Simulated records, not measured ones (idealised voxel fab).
process module | voxel self aligned contacts
cross-section cut | 155 nm wide | cells 5 nm
A cross-section is a grid of square cells, given in bands from the top down. A band is one or more rows of cells.
Each band's line starts with the height of the band's top and of its bottom, in nm. Then come its materials from left to right, each with its width in nm. One material with "throughout" fills the band from edge to edge. "air" is empty space.
Height 0 is the level under which the wafer as received is all one material. The lowest band goes on downwards, as in "0 down".
A width such as "30 to 40" changes by the same amount from each row of cells to the next, from the band's top row to its bottom row.
"no change" after a step means that no cell of the cross-section changed.
closed voids: empty space of 8 cells or more with no open way to the top, each as width x height at its distance from the left edge, in nm
after a step's settings: what the simulator itself notes on the step
overlay nm, on a step with a mask: how far to the right of its planned place the mask lay; to the left if negative
plan
1 op RECEIVE | material Si
2 op OXIDIZE | depth nm 5
3 op DIRECTIONAL_DEP | material polySi | thk nm 30
4 op DIRECTIONAL_DEP | material SiN | thk nm 25
5 op PATTERN | tone cover | mask id GATE | material resist | width nm 25 | pitch nm 65 | thk nm 20 | overlay nm 0
6 op DIRECTIONAL_ETCH | etch materials SiN | depth nm 25
7 op DIRECTIONAL_ETCH | etch materials polySi | depth nm 30
8 op STRIP | etch materials resist
9 op CONFORMAL_DEP | material SiN | thk nm 10
10 op DIRECTIONAL_ETCH | etch materials SiN | depth nm 10
11 op FILL_DEP | material SiO2 | thk nm 20
12 op CMP | height nm 65
13 op PATTERN | tone open | mask id CONTACT | material resist | width nm 50 | thk nm 20 | overlay nm 0
14 op DIRECTIONAL_ETCH | etch materials SiO2 | depth nm 70
15 op STRIP | etch materials resist
16 op CONFORMAL_DEP | material TiN | thk nm 5
17 op FILL_DEP | material W | thk nm 5
18 op CMP | height nm 65
19 op CONFORMAL_DEP | material SiN | thk nm 5
first wafer, as planned
as received, after step 1
  0 down: Si throughout
  closed voids: none
after step 2
  0 to -5: SiO2 throughout
  below -5: unchanged
after step 3
  30 to 0: polySi throughout
  below 0: unchanged
after step 4
  55 to 30: SiN throughout
  below 30: unchanged
after step 5
  75 to 55: air 30 | resist 25 | air 40 | resist 25 | air 35
  below 55: unchanged
after step 6
  75 to 55: air 30 | resist 25 | air 40 | resist 25 | air 35
  55 to 30: air 30 | SiN 25 | air 40 | SiN 25 | air 35
  below 30: unchanged
after step 7
  75 to 55: air 30 | resist 25 | air 40 | resist 25 | air 35
  55 to 30: air 30 | SiN 25 | air 40 | SiN 25 | air 35
  30 to 0: air 30 | polySi 25 | air 40 | polySi 25 | air 35
  below 0: unchanged
after step 8
  55 to 30: air 30 | SiN 25 | air 40 | SiN 25 | air 35
  below 30: unchanged
after step 9
  65 to 30: air 20 | SiN 45 | air 20 | SiN 45 | air 25
  30 to 10: air 20 | SiN 10 | polySi 25 | SiN 10 | air 20 | SiN 10 | polySi 25 | SiN 10 | air 25
  10 to 0: SiN 30 | polySi 25 | SiN 40 | polySi 25 | SiN 35
  below 0: unchanged
after step 10
  55 to 30: air 20 | SiN 45 | air 20 | SiN 45 | air 25
  30 to 0: air 20 | SiN 10 | polySi 25 | SiN 10 | air 20 | SiN 10 | polySi 25 | SiN 10 | air 25
  below 0: unchanged
after step 11
  75 to 55: SiO2 throughout
  55 to 30: SiO2 20 | SiN 45 | SiO2 20 | SiN 45 | SiO2 25
  30 to 0: SiO2 20 | SiN 10 | polySi 25 | SiN 10 | SiO2 20 | SiN 10 | polySi 25 | SiN 10 | SiO2 25
  below 0: unchanged
after step 12
  65 to 55: SiO2 throughout
  below 55: unchanged
after step 13
  85 to 65: resist 50 | air 50 | resist 55
  below 65: unchanged
after step 14
  85 to 65: resist 50 | air 50 | resist 55
  65 to 55: SiO2 50 | air 50 | SiO2 55
  55 to 30: SiO2 20 | SiN 45 | air 20 | SiN 45 | SiO2 25
  30 to 0: SiO2 20 | SiN 10 | polySi 25 | SiN 10 | air 20 | SiN 10 | polySi 25 | SiN 10 | SiO2 25
  0 to -5: SiO2 65 | air 20 | SiO2 70
  below -5: unchanged
after step 15
  65 to 55: SiO2 50 | air 50 | SiO2 55
  below 55: unchanged
after step 16
  70 to 65: TiN 55 | air 40 | TiN 60
  65 to 55: SiO2 50 | TiN 5 to 20 | air 40 to 10 | TiN 5 to 20 | SiO2 55
  55 to 30: SiO2 20 | SiN 45 | TiN 5 | air 10 | TiN 5 | SiN 45 | SiO2 25
  30 to 0: SiO2 20 | SiN 10 | polySi 25 | SiN 10 | TiN 5 | air 10 | TiN 5 | SiN 10 | polySi 25 | SiN 10 | SiO2 25
  0 to -5: SiO2 65 | TiN 20 | SiO2 70
  below -5: unchanged
after step 17
  75 to 70: W throughout
  70 to 65: TiN 55 | W 40 | TiN 60
  65 to 55: SiO2 50 | TiN 5 to 20 | W 40 to 10 | TiN 5 to 20 | SiO2 55
  55 to 30: SiO2 20 | SiN 45 | TiN 5 | W 10 | TiN 5 | SiN 45 | SiO2 25
  30 to 0: SiO2 20 | SiN 10 | polySi 25 | SiN 10 | TiN 5 | W 10 | TiN 5 | SiN 10 | polySi 25 | SiN 10 | SiO2 25
  below 0: unchanged
after step 18
  65 to 55: SiO2 50 | TiN 5 to 20 | W 40 to 10 | TiN 5 to 20 | SiO2 55
  below 55: unchanged
after step 19
  70 to 65: SiN throughout
  below 65: unchanged
second wafer: like start, like plan, one mistake. Through step 3 it matches the first wafer
when step 4 should have ended
  80 to 30: SiN throughout
  below 30: unchanged
when step 5 should have ended
  100 to 80: air 30 | resist 25 | air 40 | resist 25 | air 35
  below 80: unchanged
when step 6 should have ended
  100 to 80: air 30 | resist 25 | air 40 | resist 25 | air 35
  80 to 55: air 30 | SiN 25 | air 40 | SiN 25 | air 35
  below 55: unchanged
when step 7 should have ended: no change
when step 8 should have ended
  80 to 55: air 30 | SiN 25 | air 40 | SiN 25 | air 35
  below 55: unchanged
when step 9 should have ended
  90 to 65: air 20 | SiN 45 | air 20 | SiN 45 | air 25
  65 to 30: SiN throughout
  below 30: unchanged
when step 10 should have ended
  80 to 55: air 20 | SiN 45 | air 20 | SiN 45 | air 25
  below 55: unchanged
when step 11 should have ended
  100 to 80: SiO2 throughout
  80 to 55: SiO2 20 | SiN 45 | SiO2 20 | SiN 45 | SiO2 25
  below 55: unchanged
when step 12 should have ended
  65 to 55: SiO2 20 | SiN 45 | SiO2 20 | SiN 45 | SiO2 25
  below 55: unchanged
when step 13 should have ended
  85 to 65: resist 50 | air 50 | resist 55
  below 65: unchanged
when step 14 should have ended
  85 to 65: resist 50 | air 50 | resist 55
  65 to 55: SiO2 20 | SiN 45 | air 20 | SiN 45 | SiO2 25
  below 55: unchanged
when step 15 should have ended
  65 to 55: SiO2 20 | SiN 45 | air 20 | SiN 45 | SiO2 25
  below 55: unchanged
when step 16 should have ended
  70 to 65: TiN 70 | air 10 | TiN 75
  65 to 60: SiO2 20 | SiN 45 | TiN 5 | air 10 | TiN 5 | SiN 45 | SiO2 25
  60 to 55: SiO2 20 | SiN 45 | TiN 20 | SiN 45 | SiO2 25
  below 55: unchanged
when step 17 should have ended
  75 to 70: W throughout
  70 to 65: TiN 70 | W 10 | TiN 75
  65 to 60: SiO2 20 | SiN 45 | TiN 5 | W 10 | TiN 5 | SiN 45 | SiO2 25
  below 60: unchanged
when step 18 should have ended
  65 to 60: SiO2 20 | SiN 45 | TiN 5 | W 10 | TiN 5 | SiN 45 | SiO2 25
  below 60: unchanged
when step 19 should have ended
  70 to 65: SiN throughout
  below 65: unchanged
what went wrong: step 4 was run twice
at the end the second wafer has, in cells: 53 more of SiN | 119 fewer of SiO2 | 30 fewer of TiN | 30 fewer of W | 126 more of polySi
